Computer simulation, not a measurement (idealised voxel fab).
The following process module bears the name voxel gate over fins.
The cross-section shown here is cut; it is 185 nm wide and divided into square cells measuring 5 nm on a side.
The cross-sections in this document take the form of a grid made of square cells. They are written out as bands, in order from top to bottom. Each band consists of one or more rows of cells. This entry defines a band. It first specifies the height of the band's top and the height of its bottom in nm, and then specifies the band's materials from left to right, stating each material with its width in nm. The word "all across" identifies a single material that fills the band from edge to edge, while the word "empty" identifies empty space. Height reference: 0 = level under which incoming wafer is all one material. Lowest band: no bottom, runs on downward, e.g. "z 0 and below". Width "30->40": first value at the band's top row of cells, second value at its bottom row, equal change from row to row. The cross-section has no changed cell in any step marked "left unchanged". Listed in "Closed internal voids": every empty space of 8 or more cells without an open way to the top. Form: width x height at distance, the distance being from the left edge, all in nm. Note: text after step settings on the step line = simulator remark on that step. Each step line may optionally specify "overlay nm", which for a step with a mask gives the rightward distance between the mask's planned place and where it lay, a negative value indicating the leftward direction.

[The planned process steps are enumerated hereunder]
| 1 | RECEIVE: material Si |
| 2 | CONFORMAL_DEP: material SiN, thk nm 10 |
| 3 | PATTERN: tone cover, mask id FINS, material resist, width nm 15, pitch nm 45, thk nm 20, overlay nm 0 |
| 4 | DIRECTIONAL_ETCH: etch materials SiN, depth nm 10 |
| 5 | DIRECTIONAL_ETCH: etch materials Si, depth nm 35 |
| 6 | STRIP: etch materials resist |
| 7 | FILL_DEP: material SiO2, thk nm 5 |
| 8 | CMP: height nm 10 |
| 9 | SELECTIVE_ETCH: etch materials SiO2, depth nm 20 |
| 10 | STRIP: etch materials SiN |
| 11 | CONFORMAL_DEP: material HfO2, thk nm 5 |
| 12 | CONFORMAL_DEP: material TiN, thk nm 5 |
| 13 | CONFORMAL_DEP: material TiAl, thk nm 5 |
| 14 | CONFORMAL_DEP: material TiN, thk nm 5 |
| 15 | FILL_DEP: material W, thk nm 15 |
| 16 | CMP: height nm 30 |
| 17 | CONFORMAL_DEP: material SiN, thk nm 5 |

[First out of two wafers; run went to plan]

[Cross-section of the wafer upon arrival, representing the state reached after step 1]
    z 0 and below: Si all across
    Closed internal voids: none

[Cross-section through the wafer, step 2 finished]
    z 10 to 0: SiN all across
    At heights below 0, the structure remains unaltered.

[Cross-section through the wafer, step 3 finished]
    z 30 to 10: empty 60, resist 15, empty 30, resist 15, empty 65
    At heights below 10, the structure remains unaltered.

[Cross-section through the wafer, step 4 finished]
    z 30 to 10: empty 60, resist 15, empty 30, resist 15, empty 65
    z 10 to 0: empty 60, SiN 15, empty 30, SiN 15, empty 65
    At heights below 0, the structure remains unaltered.

[Cross-section through the wafer, step 5 finished]
    z 30 to 10: empty 60, resist 15, empty 30, resist 15, empty 65
    z 10 to 0: empty 60, SiN 15, empty 30, SiN 15, empty 65
    z 0 to -35: empty 60, Si 15, empty 30, Si 15, empty 65
    At heights below -35, the structure remains unaltered.

[Cross-section through the wafer, step 6 finished]
    z 10 to 0: empty 60, SiN 15, empty 30, SiN 15, empty 65
    At heights below 0, the structure remains unaltered.

[Cross-section through the wafer, step 7 finished]
    z 15 to 10: SiO2 all across
    z 10 to 0: SiO2 60, SiN 15, SiO2 30, SiN 15, SiO2 65
    z 0 to -35: SiO2 60, Si 15, SiO2 30, Si 15, SiO2 65
    At heights below -35, the structure remains unaltered.

[Cross-section through the wafer, step 8 finished]
    z 10 to 0: SiO2 60, SiN 15, SiO2 30, SiN 15, SiO2 65
    At heights below 0, the structure remains unaltered.

[Cross-section through the wafer, step 9 finished]
    z 10 to 0: empty 60, SiN 15, empty 30, SiN 15, empty 65
    z 0 to -10: empty 60, Si 15, empty 30, Si 15, empty 65
    At heights below -10, the structure remains unaltered.

[Cross-section through the wafer, step 10 finished]
    z 0 to -10: empty 60, Si 15, empty 30, Si 15, empty 65
    At heights below -10, the structure remains unaltered.

[Cross-section through the wafer, step 11 finished]
    z 5 to 0: empty 55, HfO2 25, empty 20, HfO2 25, empty 60
    z 0 to -5: empty 55, HfO2 5, Si 15, HfO2 5, empty 20, HfO2 5, Si 15, HfO2 5, empty 60
    z -5 to -10: HfO2 60, Si 15, HfO2 30, Si 15, HfO2 65
    At heights below -10, the structure remains unaltered.

[Cross-section through the wafer, step 12 finished]
    z 10 to 5: empty 50, TiN 35, empty 10, TiN 35, empty 55
    z 5 to 0: empty 50, TiN 5, HfO2 25, TiN 5, empty 10, TiN 5, HfO2 25, TiN 5, empty 55
    z 0 to -5: TiN 55, HfO2 5, Si 15, HfO2 5, TiN 20, HfO2 5, Si 15, HfO2 5, TiN 60
    At heights below -5, the structure remains unaltered.

[Cross-section through the wafer, step 13 finished]
    z 15 to 10: empty 45, TiAl 90, empty 50
    z 10 to 5: empty 45, TiAl 5, TiN 35, TiAl 10, TiN 35, TiAl 5, empty 50
    z 5 to 0: TiAl 50, TiN 5, HfO2 25, TiN 5, TiAl 10, TiN 5, HfO2 25, TiN 5, TiAl 55
    At heights below 0, the structure remains unaltered.

[Cross-section through the wafer, step 14 finished]
    z 20 to 15: empty 40, TiN 100, empty 45
    z 15 to 10: empty 40, TiN 5, TiAl 90, TiN 5, empty 45
    z 10 to 5: TiN 45, TiAl 5, TiN 35, TiAl 10, TiN 35, TiAl 5, TiN 50
    At heights below 5, the structure remains unaltered.

[Cross-section through the wafer, step 15 finished]
    z 35 to 20: W all across
    z 20 to 15: W 40, TiN 100, W 45
    z 15 to 10: W 40, TiN 5, TiAl 90, TiN 5, W 45
    At heights below 10, the structure remains unaltered.

[Cross-section through the wafer, step 16 finished]
    z 30 to 20: W all across
    At heights below 20, the structure remains unaltered.

[Cross-section through the wafer, step 17 finished]
    z 35 to 30: SiN all across
    At heights below 30, the structure remains unaltered.

[The second wafer was prepared from the same starting point and under the same plan as the first; its processing contained one mistake, and it remains indistinguishable from the first wafer up to and including step 2]

[The second wafer cut through, at the time step 3 was supposed to be finished]
    z 30 to 10: empty 60, resist 20, empty 25, resist 20, empty 60
    At heights below 10, the structure remains unaltered.

[The second wafer cut through, at the time step 4 was supposed to be finished]
    z 30 to 10: empty 60, resist 20, empty 25, resist 20, empty 60
    z 10 to 0: empty 60, SiN 20, empty 25, SiN 20, empty 60
    At heights below 0, the structure remains unaltered.

[The second wafer cut through, at the time step 5 was supposed to be finished]
    z 30 to 10: empty 60, resist 20, empty 25, resist 20, empty 60
    z 10 to 0: empty 60, SiN 20, empty 25, SiN 20, empty 60
    z 0 to -35: empty 60, Si 20, empty 25, Si 20, empty 60
    At heights below -35, the structure remains unaltered.

[The second wafer cut through, at the time step 6 was supposed to be finished]
    z 10 to 0: empty 60, SiN 20, empty 25, SiN 20, empty 60
    At heights below 0, the structure remains unaltered.

[The second wafer cut through, at the time step 7 was supposed to be finished]
    z 15 to 10: SiO2 all across
    z 10 to 0: SiO2 60, SiN 20, SiO2 25, SiN 20, SiO2 60
    z 0 to -35: SiO2 60, Si 20, SiO2 25, Si 20, SiO2 60
    At heights below -35, the structure remains unaltered.

[The second wafer cut through, at the time step 8 was supposed to be finished]
    z 10 to 0: SiO2 60, SiN 20, SiO2 25, SiN 20, SiO2 60
    At heights below 0, the structure remains unaltered.

[The second wafer cut through, at the time step 9 was supposed to be finished]
    z 10 to 0: empty 60, SiN 20, empty 25, SiN 20, empty 60
    z 0 to -10: empty 60, Si 20, empty 25, Si 20, empty 60
    At heights below -10, the structure remains unaltered.

[The second wafer cut through, at the time step 10 was supposed to be finished]
    z 0 to -10: empty 60, Si 20, empty 25, Si 20, empty 60
    At heights below -10, the structure remains unaltered.

[The second wafer cut through, at the time step 11 was supposed to be finished]
    z 5 to 0: empty 55, HfO2 30, empty 15, HfO2 30, empty 55
    z 0 to -5: empty 55, HfO2 5, Si 20, HfO2 5, empty 15, HfO2 5, Si 20, HfO2 5, empty 55
    z -5 to -10: HfO2 60, Si 20, HfO2 25, Si 20, HfO2 60
    At heights below -10, the structure remains unaltered.

[The second wafer cut through, at the time step 12 was supposed to be finished]
    z 10 to 5: empty 50, TiN 40, empty 5, TiN 40, empty 50
    z 5 to 0: empty 50, TiN 5, HfO2 30, TiN 5, empty 5, TiN 5, HfO2 30, TiN 5, empty 50
    z 0 to -5: TiN 55, HfO2 5, Si 20, HfO2 5, TiN 15, HfO2 5, Si 20, HfO2 5, TiN 55
    At heights below -5, the structure remains unaltered.

[The second wafer cut through, at the time step 13 was supposed to be finished]
    z 15 to 10: empty 45, TiAl 95, empty 45
    z 10 to 5: empty 45, TiAl 5, TiN 40, TiAl 5, TiN 40, TiAl 5, empty 45
    z 5 to 0: TiAl 50, TiN 5, HfO2 30, TiN 5, TiAl 5, TiN 5, HfO2 30, TiN 5, TiAl 50
    At heights below 0, the structure remains unaltered.

[The second wafer cut through, at the time step 14 was supposed to be finished]
    z 20 to 15: empty 40, TiN 105, empty 40
    z 15 to 10: empty 40, TiN 5, TiAl 95, TiN 5, empty 40
    z 10 to 5: TiN 45, TiAl 5, TiN 40, TiAl 5, TiN 40, TiAl 5, TiN 45
    At heights below 5, the structure remains unaltered.

[The second wafer cut through, at the time step 15 was supposed to be finished]
    z 35 to 20: W all across
    z 20 to 15: W 40, TiN 105, W 40
    z 15 to 10: W 40, TiN 5, TiAl 95, TiN 5, W 40
    At heights below 10, the structure remains unaltered.

[The second wafer cut through, at the time step 16 was supposed to be finished]
    z 30 to 20: W all across
    At heights below 20, the structure remains unaltered.

[The second wafer cut through, at the time step 17 was supposed to be finished]
    z 35 to 30: SiN all across
    At heights below 30, the structure remains unaltered.
It is concluded that the wafer was processed incorrectly with respect to the plan, in that contrary to plan, step 3 was performed as PATTERN: tone cover, mask id FINS, material resist, width nm 20, pitch nm 45, thk nm 20, overlay nm 0
It is noted that, at the conclusion of processing, the second wafer exhibits a higher or lower cell count for certain materials relative to the first: Si: 14 more; SiO2: 10 fewer; TiAl: 2 fewer; W: 2 fewer
